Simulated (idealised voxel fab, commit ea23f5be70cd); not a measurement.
The process module that follows is named voxel capacitor over wiring.
Square cells of 5 nm make up the cross-section cut, whose width is 150 nm.
How to read a cross-section here: the picture is a grid of square cells, written as bands going from the top down, and any band can span one or more rows of cells. Quick guide to a band line: top height, bottom height (nm) up front; then every material left to right with its width in nm. Only one material and it's marked "edge to edge"? Then it fills the band edge to edge. And "air" just means empty space. All heights in this document are referenced to 0, defined as the level beneath which the wafer, as received, consists entirely of one material. The lowest band is not bounded below; it extends indefinitely downward and is written in the form "0..down". Graded width ("30..40"): value in top row of band = first number; value in bottom row = second number; row-to-row change constant. What does "changes: none" mean for a step? It means no cell of the cross-section changed in that step. Each empty space that has no open way to the top and spans at least 8 cells appears under "Closed void entries" as width x height at distance, the distance counted from the left edge, all in nm. Step line, after settings: the simulator's comment on this step. Each step line may optionally specify "overlay nm", which for a step with a mask gives the rightward distance between the mask's planned place and where it lay, a negative value indicating the leftward direction.
[plan]
- 1: RECEIVE, material Si
- 2: CONFORMAL_DEP, material SiO2, thk nm 10
- 3: DIRECTIONAL_DEP, material TiN, thk nm 5
- 4: DIRECTIONAL_DEP, material W, thk nm 15
- 5: MASKED_ETCH, tone cover, mask id METAL_1, width nm 30, pitch nm 90, etch materials W, depth nm 15, overlay nm 0
- 6: MASKED_ETCH, tone cover, mask id METAL_1, width nm 30, pitch nm 90, etch materials TiN, depth nm 5, overlay nm 0
- 7: CONFORMAL_DEP, material SiN, thk nm 5
- 8: FILL_DEP, material SiO2, thk nm 5
- 9: CMP, height nm 30
- 10: CONFORMAL_DEP, material SiCN, thk nm 5
- 11: DIRECTIONAL_DEP, material SiO2, thk nm 10
- 12: MASKED_ETCH, tone open, mask id PLUG_1, width nm 15, etch materials SiO2, depth nm 10, overlay nm 0
- 13: MASKED_ETCH, tone open, mask id PLUG_1, width nm 15, etch materials SiCN, depth nm 5, overlay nm 0
- 14: EPI, material Ru, thk nm 10
- 15: EPI, material Ru, thk nm 5
- 16: DIRECTIONAL_DEP, material TiN, thk nm 5
- 17: DIRECTIONAL_DEP, material Al2O3, thk nm 5
- 18: DIRECTIONAL_DEP, material TiN, thk nm 10
- 19: DIRECTIONAL_DEP, material aC, thk nm 10
- 20: PATTERN, tone cover, mask id UPPER_PLATE, material resist, width nm 65, thk nm 30, overlay nm 0
- 21: DIRECTIONAL_ETCH, etch materials aC, depth nm 10
- 22: STRIP, etch materials resist
- 23: DIRECTIONAL_ETCH, etch materials TiN, depth nm 10
- 24: DIRECTIONAL_ETCH, etch materials Al2O3, depth nm 5
- 25: STRIP, etch materials aC
- 26: DIRECTIONAL_DEP, material aC, thk nm 10
- 27: PATTERN, tone cover, mask id LOWER_PLATE, material resist, width nm 75, thk nm 30, overlay nm 0
- 28: DIRECTIONAL_ETCH, etch materials aC, depth nm 10
- 29: STRIP, etch materials resist
- 30: DIRECTIONAL_ETCH, etch materials TiN, depth nm 5
- 31: STRIP, etch materials aC
- 32: FILL_DEP, material SiO2, thk nm 20
- 33: CMP, height nm 80
- 34: MASKED_ETCH, tone open, mask id PLUG_2, width nm 15, etch materials SiO2, depth nm 15, overlay nm 0
- 35: CONFORMAL_DEP, material TiN, thk nm 5
- 36: FILL_DEP, material W, thk nm 5
- 37: CMP, height nm 80
- 38: CONFORMAL_DEP, material SiN, thk nm 5
[Cross-section of the incoming wafer, state after step 1]
0..down | Si edge to edge
Closed void entries: none
[The following cross-section depicts the wafer upon conclusion of the module. Processing commenced from the starting condition illustrated above and adhered to the plan illustrated above, save for one mistake in execution]
85..80 | SiN edge to edge
80..70 | SiO2 (40), then TiN (5), then W (5), then TiN (5), then SiO2 (95)
70..65 | SiO2 (40), then TiN (15), then SiO2 (95)
65..55 | SiO2 (35), then TiN (60), then SiO2 (55)
55..50 | SiO2 (35), then Al2O3 (60), then SiO2 (55)
50..45 | SiO2 (25), then TiN (75), then SiO2 (50)
45..35 | SiO2 (30), then Ru (15), then SiO2 (105)
35..30 | SiCN (30), then Ru (15), then SiCN (105)
30..15 | SiO2 (10), then SiN (5), then W (30), then SiN (5), then SiO2 (50), then SiN (5), then W (30), then SiN (5), then SiO2 (10)
15..10 | SiN (15), then TiN (30), then SiN (60), then TiN (30), then SiN (15)
10..0 | SiO2 edge to edge
0..down | Si edge to edge
Closed void entries: none
Nonconformance to the process plan: for step 20, the planned setting was not used; the step was instead run as PATTERN, tone cover, mask id UPPER_PLATE, material resist, width nm 60, thk nm 30, overlay nm 0
